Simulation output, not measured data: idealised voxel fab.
A process module follows: voxel capacitor over wiring.
cross-section cut | 265 nm wide | cells 5 nm
Cross-section, as written here: a square-cell grid given band by band from the top down, where a band holds one or more rows of cells. For a band, the entry starts with two heights in nm, that of the top and then that of the bottom, and carries on with the band's materials in order from left to right, each alongside its width in nm; the word "all across" beside a single material means it fills the band edge to edge, and "blank" means empty space. Heights are measured from 0, the level below which the as-received wafer is all one material; the lowest band has no bottom and continues downward, written as in "z 0 and below". With a width like "30->40", each row of cells in the band differs from the next by the same amount, the top row carrying the first number and the bottom row the second. The cross-section has no changed cell in any step marked "no modification". If an empty space has no open way to the top and is at least 8 cells in size, "Enclosed void catalog" lists it, written width x height at distance, where distance is measured from the left edge and every value is in nm. Post-settings text on a step line: simulator's own remark regarding the step. The optional step-line setting "overlay nm" applies to steps with a mask and quantifies how far to the right of its planned location the mask lay, a negative value indicating leftward placement.

-- Process steps (planned)
| 1 | RECEIVE, material Si |
| 2 | CONFORMAL_DEP, material SiO2, thk nm 15 |
| 3 | CONFORMAL_DEP, material SiN, thk nm 5 |
| 4 | DIRECTIONAL_DEP, material lowk, thk nm 25 |
| 5 | PATTERN, tone open, mask id METAL_1, material resist, width nm 30, pitch nm 85, thk nm 15, overlay nm 0 |
| 6 | DIRECTIONAL_ETCH, etch materials lowk, depth nm 25 |
| 7 | DIRECTIONAL_ETCH, etch materials SiN, depth nm 5 |
| 8 | STRIP, etch materials resist |
| 9 | CONFORMAL_DEP, material TiN, thk nm 5 |
| 10 | FILL_DEP, material W, thk nm 10 |
| 11 | CMP, height nm 45 |
| 12 | EPI, material Ru, thk nm 5 |
| 13 | FILL_DEP, material SiCN, thk nm 5 |
| 14 | DIRECTIONAL_DEP, material lowk, thk nm 20 |
| 15 | MASKED_ETCH, tone open, mask id PLUG_1, width nm 15, etch materials lowk, depth nm 20, overlay nm 0 |
| 16 | MASKED_ETCH, tone open, mask id PLUG_1, width nm 15, etch materials SiCN, depth nm 5, overlay nm 0 |
| 17 | CONFORMAL_DEP, material TiN, thk nm 5 |
| 18 | FILL_DEP, material Cu, thk nm 5 |
| 19 | CMP, height nm 75 |
| 20 | DIRECTIONAL_DEP, material TiN, thk nm 10 |
| 21 | DIRECTIONAL_DEP, material HfO2, thk nm 5 |
| 22 | DIRECTIONAL_DEP, material TiN, thk nm 5 |
| 23 | DIRECTIONAL_DEP, material aC, thk nm 15 |
| 24 | PATTERN, tone cover, mask id UPPER_PLATE, material resist, width nm 50, thk nm 35, overlay nm 0 |
| 25 | DIRECTIONAL_ETCH, etch materials aC, depth nm 15 |
| 26 | STRIP, etch materials resist |
| 27 | DIRECTIONAL_ETCH, etch materials TiN, depth nm 5 |
| 28 | DIRECTIONAL_ETCH, etch materials HfO2, depth nm 5 |
| 29 | STRIP, etch materials aC |
| 30 | MASKED_ETCH, tone cover, mask id LOWER_PLATE, width nm 70, etch materials TiN, depth nm 10, overlay nm 0 |
| 31 | FILL_DEP, material SiO2, thk nm 15 |
| 32 | CMP, height nm 105 |
| 33 | PATTERN, tone open, mask id PLUG_2, material resist, width nm 15, thk nm 15, overlay nm 0 |
| 34 | DIRECTIONAL_ETCH, etch materials SiO2, depth nm 10 |
| 35 | STRIP, etch materials resist |
| 36 | CONFORMAL_DEP, material TiN, thk nm 5 |
| 37 | FILL_DEP, material Ru, thk nm 5 |
| 38 | CMP, height nm 105 |
| 39 | CONFORMAL_DEP, material SiCN, thk nm 5 |
For clarity, it should be stated that the wafers under discussion commence in an identical condition and differ with respect to the width nm of step 24, the plan indicating the value that the first wafer had.

-- Cross-sectional view of the first of several wafers in the as-received condition, corresponding to the state following step 1
- z 0 and below = Si all across
- Enclosed void catalog: none

-- Quick key for the table: a row per wafer, taken at the end of the module. For each material it tells you how many cells the wafer gained (+) or lost (-) since it came in, and the closed voids come after
width nm 50; +4 Cu; +10 HfO2; +17 Ru; +140 SiCN; +41 SiN; +423 SiO2; +86 TiN; +40 W; +405 lowk; Enclosed void catalog: none
width nm 55; +4 Cu; +11 HfO2; +17 Ru; +140 SiCN; +41 SiN; +421 SiO2; +87 TiN; +40 W; +405 lowk; Enclosed void catalog: none
width nm 60; +4 Cu; +12 HfO2; +17 Ru; +140 SiCN; +41 SiN; +419 SiO2; +88 TiN; +40 W; +405 lowk; Enclosed void catalog: none
width nm 65; +4 Cu; +13 HfO2; +17 Ru; +140 SiCN; +41 SiN; +417 SiO2; +89 TiN; +40 W; +405 lowk; Enclosed void catalog: none
width nm 70; +4 Cu; +14 HfO2; +17 Ru; +140 SiCN; +41 SiN; +415 SiO2; +90 TiN; +40 W; +405 lowk; Enclosed void catalog: none
width nm 75; +4 Cu; +15 HfO2; +17 Ru; +140 SiCN; +41 SiN; +412 SiO2; +92 TiN; +40 W; +405 lowk; Enclosed void catalog: none
